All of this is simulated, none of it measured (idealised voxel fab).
Process module heading - voxel ribs on slabs
Shown is cross-section cut, with a width of 190 nm and square cells of size 5 nm.
In what follows, cross-sections appear as grids of square cells, described through bands that run from the top down, where every band is one or more rows of cells. A band entry consists of two parts. The first gives the height of the band's top and the height of its bottom, in nm. The rest lists the band's materials from left to right, each with its width in nm. A single material labelled with the word "all across" fills the band from edge to edge, and the word "empty" marks empty space. Height 0 is the level under which the wafer as received is all one material. The lowest band goes on downwards, as in "0 and below". The notation "30->40" denotes a width that varies across the rows of cells in the band, beginning at the first number in the top row, finishing at the second number in the bottom row, and changing by an identical amount from each row to the next. "identical to before" -> step changed no cross-section cell. "Enclosed cavities" enumerates empty spaces isolated from the top, with no open way to it, that contain at least 8 cells, giving each as width x height at distance from the left edge, all three in nm. after a step's settings: what the simulator itself notes on the step. The line of a step may include "overlay nm". On a step with a mask, this value is how far to the right of its planned place the mask lay. A negative value means the mask lay to the left.
SET OUT BELOW ARE THE PLANNED STEPS OF THE PROCESS
1: op RECEIVE | material Si
2: op DIRECTIONAL_DEP | material SiO2 | thk nm 20
3: op DIRECTIONAL_DEP | material SiN | thk nm 20
4: op DIRECTIONAL_DEP | material aC | thk nm 10
5: op PATTERN | tone cover | mask id RIB | material resist | width nm 15 | thk nm 25 | overlay nm 0
6: op DIRECTIONAL_ETCH | etch materials aC | depth nm 10
7: op STRIP | etch materials resist
8: op DIRECTIONAL_ETCH | etch materials SiN | depth nm 15
9: op STRIP | etch materials aC
10: op PATTERN | tone cover | mask id SLAB | material resist | width nm 65 | thk nm 20 | overlay nm 0
11: op DIRECTIONAL_ETCH | etch materials SiN | depth nm 5
12: op STRIP | etch materials resist
13: op FILL_DEP | material SiO2 | thk nm 20
14: op CMP | height nm 50
15: op DIRECTIONAL_DEP | material W | thk nm 10
16: op PATTERN | tone cover | mask id HEATER | material resist | width nm 25 | thk nm 15 | overlay nm 0
17: op DIRECTIONAL_ETCH | etch materials W | depth nm 10
18: op STRIP | etch materials resist
19: op CONFORMAL_DEP | material SiN | thk nm 5
SHOWN IN CROSS-SECTION IS THE WAFER AS RECEIVED, THAT IS, AS IT STANDS AFTER STEP 1
* 0 and below = Si all across
* Enclosed cavities: none
FINAL WAFER PROFILE IN CROSS-SECTION AFTER THE MODULE, FROM THE SAME START AND PLAN AS ABOVE, WITH ONE MISTAKE MADE DURING PROCESSING
* 65 down to 60 = empty=75, SiN=35, empty=80
* 60 down to 55 = empty=75, SiN=5, W=25, SiN=5, empty=80
* 55 down to 50 = SiN=80, W=25, SiN=85
* 50 down to 40 = SiO2 all across
* 40 down to 25 = SiO2=75, SiN=15, SiO2=100
* 25 down to 20 = SiO2=60, SiN=65, SiO2=65
* 20 down to 0 = SiO2 all across
* 0 and below = Si all across
* Enclosed cavities: none
It is concluded that the wafer was processed incorrectly with respect to the plan, in that in deviation from the planned setting, step 5 was conducted as op PATTERN | tone cover | mask id RIB | material resist | width nm 15 | thk nm 25 | overlay nm -10
